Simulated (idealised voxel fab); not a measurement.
Title: Process Module voxel self aligned contacts
Section shown: cut. Width: 165 nm. Cell size: 5 nm, square.
This document writes a cross-section as a grid whose cells are square, and gives it as bands, listed from the top down; one or more rows of cells form a band. The entry gives the band's vertical extent as a top height and a bottom height in nm, then its horizontal make-up as materials from left to right, each with a width in nm. "blank" stands for empty space; a single material marked "full width" fills the band edge to edge. A quick word on heights: they are counted from 0, and under that level the wafer as it came to us is one material throughout. The lowest band is different from the rest in having no bottom; it simply continues downward, written as in "0 nm and below". With a width like "30..40", each row of cells in the band differs from the next by the same amount, the top row carrying the first number and the bottom row the second. "nothing different" for a step: no cell of the cross-section changed in that step. Empty spaces counting at least 8 cells and having no open way to the top are listed in "Enclosed empty spaces". The notation width x height at distance is used for each, the distance being from the left edge and all three values in nm. It should be noted that, on the line of a given step, the content following the step's settings is a remark produced by the simulator itself with respect to that step. overlay nm: step with mask; distance mask lay right of planned place; negative value = left of planned place.
-- Planned process steps
1 RECEIVE [material Si]
2 CONFORMAL_DEP [material SiO2] [thk nm 5]
3 DIRECTIONAL_DEP [material polySi] [thk nm 20]
4 DIRECTIONAL_DEP [material SiN] [thk nm 20]
5 DIRECTIONAL_DEP [material aC] [thk nm 15]
6 PATTERN [tone cover] [mask id GATE] [material resist] [width nm 30] [pitch nm 75] [thk nm 35] [overlay nm 0]
7 DIRECTIONAL_ETCH [etch materials aC] [depth nm 15]
8 STRIP [etch materials resist]
9 DIRECTIONAL_ETCH [etch materials SiN] [depth nm 20]
10 DIRECTIONAL_ETCH [etch materials polySi] [depth nm 20]
11 STRIP [etch materials aC]
12 CONFORMAL_DEP [material SiN] [thk nm 10]
13 DIRECTIONAL_ETCH [etch materials SiN] [depth nm 10]
14 FILL_DEP [material SiO2] [thk nm 15]
15 CMP [height nm 55]
16 DIRECTIONAL_DEP [material aC] [thk nm 10]
17 PATTERN [tone open] [mask id CONTACT] [material resist] [width nm 55] [thk nm 30] [overlay nm 0]
18 DIRECTIONAL_ETCH [etch materials aC] [depth nm 10]
19 STRIP [etch materials resist]
20 DIRECTIONAL_ETCH [etch materials SiO2] [depth nm 55]
21 STRIP [etch materials aC]
22 CONFORMAL_DEP [material TiN] [thk nm 5]
23 FILL_DEP [material Ru] [thk nm 10]
24 CMP [height nm 55]
25 CONFORMAL_DEP [material SiCN] [thk nm 5]
-- Incoming wafer in cross-section (state: after step 1)
* 0 nm and below | Si full width
* Enclosed empty spaces: none
-- Wafer at module end, in section. Began as above, planned as above, run with one mistake
* 60 nm to 55 nm | SiCN full width
* 55 nm to 50 nm | SiO2: 55 / TiN: 5 / Ru: 45 / TiN: 5 / SiO2: 55
* 50 nm to 45 nm | SiO2: 55 / TiN: 55 / SiO2: 55
* 45 nm to 25 nm | SiN: 40 / SiO2: 10 / SiN: 65 / SiO2: 10 / SiN: 40
* 25 nm to 5 nm | polySi: 30 / SiN: 10 / SiO2: 10 / SiN: 10 / polySi: 45 / SiN: 10 / SiO2: 10 / SiN: 10 / polySi: 30
* 5 nm to 0 nm | SiO2 full width
* 0 nm and below | Si full width
* Enclosed empty spaces: none
Error vs. plan: step 6, actual vs plan mismatch, actual run PATTERN [tone open] [mask id GATE] [material resist] [width nm 30] [pitch nm 75] [thk nm 35] [overlay nm 0]
